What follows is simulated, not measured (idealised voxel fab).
Presented below is a process module, voxel trench capacitor.
Pictured: cross-section cut, 285 nm wide, on a grid of 5 nm square cells.
Bands, listed from the top down, are how a cross-section gets written in this document; the cross-section itself is a grid of square cells, and a band is one or more rows of them. Read a band's entry like this: the first values are the height of its top and the height of its bottom in nm, and what follows is the sequence of materials from left to right, each with its width in nm. Note that "empty" is empty space, and that a single material marked "edge to edge" reaches across the band from edge to edge. A quick word on heights: they are counted from 0, and under that level the wafer as it came to us is one material throughout. The lowest band is different from the rest in having no bottom; it simply continues downward, written as in "top 0, no bottom". You'd read "30..40" like this: the band's top row of cells is as wide as the first number, its bottom row is as wide as the second, and going down, every row changes width by the same amount as the row before did. The designation "remains unaltered", where it is given for a processing step, indicates that no cell of the cross-section was altered in the course of that step. Each empty space that has no open way to the top and spans at least 8 cells appears under "Voids, fully enclosed" as width x height at distance, the distance counted from the left edge, all in nm. Past the settings on a step's line: simulator remark, on that step. overlay nm: on a step with a mask, how far right of its planned place the mask lay; negative means left.
## Here's what the planned process steps look like
- 1: op RECEIVE | material Si
- 2: op CONFORMAL_DEP | material SiN | thk nm 5
- 3: op MASKED_ETCH | tone open | mask id TRENCH | width nm 30 | pitch nm 50 | etch materials SiN | depth nm 5 | overlay nm 0
- 4: op MASKED_ETCH | tone open | mask id TRENCH | width nm 30 | pitch nm 50 | etch materials Si | depth nm 25 | overlay nm 0
- 5: op CONFORMAL_DEP | material HfO2 | thk nm 5
- 6: op CONFORMAL_DEP | material TiN | thk nm 5
- 7: op FILL_DEP | material W | thk nm 5
- 8: op CMP | height nm 5
## As-received state of the wafer in cross-section, equivalent to post-step 1
  top 0, no bottom | Si edge to edge
  Voids, fully enclosed: none
## Here's the wafer cut in cross-section after the module, started and planned just like above, except one thing was done wrong in the run
  top 5, bottom 0 | SiN 100 nm, HfO2 30 nm, SiN 20 nm, HfO2 30 nm, SiN 105 nm
  top 0, bottom -25 | Si 100 nm, HfO2 30 nm, Si 20 nm, HfO2 30 nm, Si 105 nm
  top -25, no bottom | Si edge to edge
  Voids, fully enclosed: none
Which mistake was made when the wafer was run? contrary to plan, step 5 was performed as op CONFORMAL_DEP | material HfO2 | thk nm 15
